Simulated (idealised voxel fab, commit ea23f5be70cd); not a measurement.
Presented below is a process module, voxel capacitor over wiring.
Cross-section cut spans 255 nm and uses square cells 5 nm in size.
Just so we're on the same page, the cross-sections are grids of square cells, and they're listed out in bands top to bottom, each band one or more rows deep.
Read a band's entry like this: the first values are the height of its top and the height of its bottom in nm, and what follows is the sequence of materials from left to right, each with its width in nm. Note that "empty" is empty space, and that a single material marked "throughout" reaches across the band from edge to edge.
For the purposes of this specification, 0 denotes the height below which the wafer in its as-received condition is composed wholly of one material, and the lowermost band, lacking a lower limit, extends downward without end, as expressed in "from 0 down".
Width spec "30 to 40" -> top row of cells at first value, bottom row at second value, equal per-row change in between.
"everything unchanged" means the step left every cell of the cross-section as it was.
Reported under the label "Closed internal voids" are the empty spaces having no open way to the top and comprising 8 cells or more; the notation for each is width x height at distance, in which the distance is measured from the left edge and all three values are in nm.
Text after the settings on a step's line: the simulator's own remark on that step.
The setting "overlay nm" may be written on the line of a step. When the step uses a mask, the value reports how far to the right of the planned place the mask lay, and a negative value reports that it lay to the left.

Planned step list for the process
- 1: RECEIVE with material Si
- 2: CONFORMAL_DEP with material SiO2, thk nm 10
- 3: CONFORMAL_DEP with material SiN, thk nm 5
- 4: DIRECTIONAL_DEP with material SiO2, thk nm 20
- 5: PATTERN with tone open, mask id METAL_1, material resist, width nm 30, pitch nm 80, thk nm 15, overlay nm 0
- 6: DIRECTIONAL_ETCH with etch materials SiO2, depth nm 20
- 7: DIRECTIONAL_ETCH with etch materials SiN, depth nm 5
- 8: STRIP with etch materials resist
- 9: CONFORMAL_DEP with material TiN, thk nm 5
- 10: FILL_DEP with material Ru, thk nm 5
- 11: CMP with height nm 35
- 12: EPI with material Ru, thk nm 5
- 13: FILL_DEP with material SiCN, thk nm 5
- 14: DIRECTIONAL_DEP with material lowk, thk nm 10
- 15: PATTERN with tone open, mask id PLUG_1, material resist, width nm 15, thk nm 15, overlay nm 0
- 16: DIRECTIONAL_ETCH with etch materials lowk, depth nm 10
- 17: DIRECTIONAL_ETCH with etch materials SiCN, depth nm 5
- 18: STRIP with etch materials resist
- 19: EPI with material Ru, thk nm 10
- 20: EPI with material Ru, thk nm 5
- 21: DIRECTIONAL_DEP with material TiN, thk nm 5
- 22: DIRECTIONAL_DEP with material SiN, thk nm 5
- 23: DIRECTIONAL_DEP with material TiN, thk nm 10
- 24: DIRECTIONAL_DEP with material aC, thk nm 10
- 25: PATTERN with tone cover, mask id UPPER_PLATE, material resist, width nm 55, thk nm 25, overlay nm 0
- 26: DIRECTIONAL_ETCH with etch materials aC, depth nm 10
- 27: STRIP with etch materials resist
- 28: DIRECTIONAL_ETCH with etch materials TiN, depth nm 10
- 29: DIRECTIONAL_ETCH with etch materials SiN, depth nm 5
- 30: STRIP with etch materials aC
- 31: PATTERN with tone cover, mask id LOWER_PLATE, material resist, width nm 65, thk nm 20, overlay nm 0
- 32: DIRECTIONAL_ETCH with etch materials TiN, depth nm 5
- 33: STRIP with etch materials resist
- 34: FILL_DEP with material SiO2, thk nm 15
- 35: CMP with height nm 85
- 36: DIRECTIONAL_DEP with material aC, thk nm 10
- 37: PATTERN with tone open, mask id PLUG_2, material resist, width nm 15, thk nm 30, overlay nm 0
- 38: DIRECTIONAL_ETCH with etch materials aC, depth nm 10
- 39: STRIP with etch materials resist
- 40: DIRECTIONAL_ETCH with etch materials SiO2, depth nm 10
- 41: STRIP with etch materials aC
- 42: CONFORMAL_DEP with material TiN, thk nm 5
- 43: FILL_DEP with material Ru, thk nm 5
- 44: CMP with height nm 85
- 45: CONFORMAL_DEP with material SiN, thk nm 5

Cross-section: wafer on arrival = after step 1
> from 0 down = Si throughout
> Closed internal voids: none

Cross-section at module end, one run error; start and plan unchanged from above
> from 90 to 85 = SiN throughout
> from 85 to 75 = SiO2=85 | TiN=25 | SiO2=145
> from 75 to 70 = SiO2=85 | SiN=25 | TiN=30 | SiO2=115
> from 70 to 65 = SiO2=80 | TiN=60 | SiO2=115
> from 65 to 60 = SiO2=75 | Ru=35 | SiN=30 | SiO2=115
> from 60 to 55 = SiO2=75 | Ru=35 | TiN=35 | SiO2=110
> from 55 to 45 = lowk=85 | Ru=15 | lowk=155
> from 45 to 40 = SiCN=85 | Ru=15 | SiCN=155
> from 40 to 35 = SiCN=65 | Ru=40 | SiCN=40 | Ru=40 | SiCN=70
> from 35 to 15 = SiO2=70 | TiN=5 | Ru=20 | TiN=5 | SiO2=50 | TiN=5 | Ru=20 | TiN=5 | SiO2=75
> from 15 to 10 = SiN=70 | TiN=30 | SiN=50 | TiN=30 | SiN=75
> from 10 to 0 = SiO2 throughout
> from 0 down = Si throughout
> Closed internal voids: none
Here's what went sideways: step 19, plan: ran twice
